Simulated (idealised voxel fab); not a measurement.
You're looking at the process module voxel fin reveal.
Cross-section cut spans 205 nm and uses square cells 5 nm in size.
We lay out every cross-section as a grid of square cells and spell it out in bands from the top down, where one band means one or more rows of cells.
For a band, the entry starts with two heights in nm, that of the top and then that of the bottom, and carries on with the band's materials in order from left to right, each alongside its width in nm; the word "all across" beside a single material means it fills the band edge to edge, and "blank" means empty space.
Note: height 0 marks the level under which the wafer is uniformly one material as received. Lowest band unbounded below, written "0..down".
A width such as "30 to 40" changes by the same amount from each row of cells to the next, from the band's top row to its bottom row.
Given "no modification" for a step, no cell of the cross-section differs between before and after that step.
This entry, "Voids, enclosed", enumerates those empty regions of no fewer than 8 cells that possess no open connection to the top. Each region is reported in the form width x height at distance, the distance being taken from the left edge, with all three quantities expressed in nm.
If you see something after the settings on a step's line, that's the simulator's own remark about that step.
overlay nm: where the mask lay relative to plan, measured to the right, on steps with a mask; negatives go left.

Intended process steps:
- 1: RECEIVE, material Si
- 2: CONFORMAL_DEP, material SiN, thk nm 10
- 3: DIRECTIONAL_DEP, material aC, thk nm 10
- 4: PATTERN, tone cover, mask id FINS, material resist, width nm 15, pitch nm 35, thk nm 30, overlay nm 0
- 5: DIRECTIONAL_ETCH, etch materials aC, depth nm 10
- 6: STRIP, etch materials resist
- 7: DIRECTIONAL_ETCH, etch materials SiN, depth nm 10
- 8: DIRECTIONAL_ETCH, etch materials Si, depth nm 35
- 9: STRIP, etch materials aC
- 10: FILL_DEP, material SiO2, thk nm 5
- 11: CMP, height nm 10
- 12: SELECTIVE_ETCH, etch materials SiO2, depth nm 20
- 13: STRIP, etch materials SiN
- 14: CONFORMAL_DEP, material HfO2, thk nm 5

The cross-section here shows the wafer as received, i.e. in its state after step 1:
	0..down: Si all across
	Voids, enclosed: none

first wafer at the end, as planned:
	5..0: 55 blank; 25 HfO2; 10 blank; 25 HfO2; 10 blank; 25 HfO2; 55 blank
	0..-5: 55 blank; 5 HfO2; 15 Si; 5 HfO2; 10 blank; 5 HfO2; 15 Si; 5 HfO2; 10 blank; 5 HfO2; 15 Si; 5 HfO2; 55 blank
	-5..-10: 60 HfO2; 15 Si; 20 HfO2; 15 Si; 20 HfO2; 15 Si; 60 HfO2
	-10..-35: 60 SiO2; 15 Si; 20 SiO2; 15 Si; 20 SiO2; 15 Si; 60 SiO2
	-35..down: Si all across
	Voids, enclosed: none

second wafer at the end: like start, like plan, one mistake:
	15..10: 55 blank; 25 HfO2; 10 blank; 25 HfO2; 10 blank; 25 HfO2; 55 blank
	10..0: 55 blank; 5 HfO2; 15 SiN; 5 HfO2; 10 blank; 5 HfO2; 15 SiN; 5 HfO2; 10 blank; 5 HfO2; 15 SiN; 5 HfO2; 55 blank
	0..-30: 55 blank; 5 HfO2; 15 Si; 5 HfO2; 10 blank; 5 HfO2; 15 Si; 5 HfO2; 10 blank; 5 HfO2; 15 Si; 5 HfO2; 55 blank
	-30..-35: 60 HfO2; 15 Si; 20 HfO2; 15 Si; 20 HfO2; 15 Si; 60 HfO2
	-35..down: Si all across
	Voids, enclosed: none
Want to know what went wrong? so step 13 ended up running with a different setting than we planned, it ran as STRIP, etch materials SiO2
Looking at both finished wafers in cells, the second ends up ahead of or behind the first on some materials: HfO2: 42 more; SiN: 18 more; SiO2: 160 fewer
